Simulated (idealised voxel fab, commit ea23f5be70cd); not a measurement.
The process module that follows is named voxel ribs on slabs.
195 nm wide, 5 nm square cells: that's cross-section cut.
Cross-section, as written here: a square-cell grid given band by band from the top down, where a band holds one or more rows of cells. Band entry format. Leading values: height of top, height of bottom, nm. Remainder: materials in left-to-right order, each with its width in nm. Special words: "edge to edge" on a single material, which then fills the band edge to edge; "empty", empty space. Basically, 0 is our baseline, since under it the wafer straight out of the box is all one material. The bottom band has no lower end and keeps on going down, so it looks like "0 down". The two numbers in a width such as "30->40" mark its ends across the band: the first belongs to the top row of cells, the second to the bottom row, and from each row to the next the width moves by the same amount. "changes: none" after a step means that no cell of the cross-section changed. Heads up: "closed voids" only lists the empty pockets with no open path to the top that are 8 cells or more, and it writes them as width x height at distance, distance from the left edge, in nm. Heads up: the bit after the settings on a step's line is the simulator's remark on that step. "overlay nm" answers the question of how far to the right of plan the mask lay on a step that has a mask, and when it is negative the answer is to the left.

PLANNED PROCESS STEPS
step 1: RECEIVE | material Si
step 2: DIRECTIONAL_DEP | material SiO2 | thk nm 25
step 3: DIRECTIONAL_DEP | material polySi | thk nm 20
step 4: MASKED_ETCH | tone cover | mask id RIB | width nm 15 | etch materials polySi | depth nm 15 | overlay nm 0
step 5: DIRECTIONAL_DEP | material aC | thk nm 5
step 6: PATTERN | tone cover | mask id SLAB | material resist | width nm 65 | thk nm 35 | overlay nm 0
step 7: DIRECTIONAL_ETCH | etch materials aC | depth nm 15
step 8: STRIP | etch materials resist
step 9: DIRECTIONAL_ETCH | etch materials polySi | depth nm 5
step 10: STRIP | etch materials aC
step 11: FILL_DEP | material SiO2 | thk nm 20
step 12: CMP | height nm 55
step 13: DIRECTIONAL_DEP | material TiN | thk nm 5
step 14: PATTERN | tone cover | mask id HEATER | material resist | width nm 25 | thk nm 20 | overlay nm 0
step 15: DIRECTIONAL_ETCH | etch materials TiN | depth nm 5
step 16: STRIP | etch materials resist
step 17: CONFORMAL_DEP | material SiN | thk nm 5
The plan shows the thk nm of step 5 as the first wafer had it; this setting differs between the wafers, which start out alike.

AS-RECEIVED CROSS-SECTION, FIRST OF SEVERAL WAFERS, POST STEP 1
    0 down = Si edge to edge
    closed voids: none

END-OF-MODULE CROSS-SECTION, FIRST OF SEVERAL WAFERS, AFTER LAST STEP 17
    65 to 60 = empty 80 nm, SiN 35 nm, empty 80 nm
    60 to 55 = SiN 85 nm, TiN 25 nm, SiN 85 nm
    55 to 45 = SiO2 edge to edge
    45 to 30 = SiO2 90 nm, polySi 15 nm, SiO2 90 nm
    30 to 25 = SiO2 65 nm, polySi 65 nm, SiO2 65 nm
    25 to 0 = SiO2 edge to edge
    0 down = Si edge to edge
    closed voids: none

HERE WE CROSS-SECTIONED THE LAST OF THE WAFERS ONCE THE MODULE WAS DONE
    65 to 60 = empty 80 nm, SiN 35 nm, empty 80 nm
    60 to 55 = SiN 85 nm, TiN 25 nm, SiN 85 nm
    55 to 45 = SiO2 edge to edge
    45 to 30 = SiO2 90 nm, polySi 15 nm, SiO2 90 nm
    30 to 25 = polySi edge to edge
    25 to 0 = SiO2 edge to edge
    0 down = Si edge to edge
    closed voids: none

TABULATED BELOW, WAFER BY WAFER, ARE THE END-OF-MODULE RESULTS: FOR EACH MATERIAL, THE NUMBER OF CELLS GAINED (+) OR LOST (-) RELATIVE TO THE AS-RECEIVED STATE, FOLLOWED BY THE CLOSED VOIDS
thk nm 5, +41 SiN, +407 SiO2, +5 TiN, +22 polySi, closed voids: none
thk nm 10, +41 SiN, +407 SiO2, +5 TiN, +22 polySi, closed voids: none
thk nm 15, +41 SiN, +407 SiO2, +5 TiN, +22 polySi, closed voids: none
thk nm 20, +41 SiN, +381 SiO2, +5 TiN, +48 polySi, closed voids: none
thk nm 25, +41 SiN, +381 SiO2, +5 TiN, +48 polySi, closed voids: none
thk nm 30, +41 SiN, +381 SiO2, +5 TiN, +48 polySi, closed voids: none
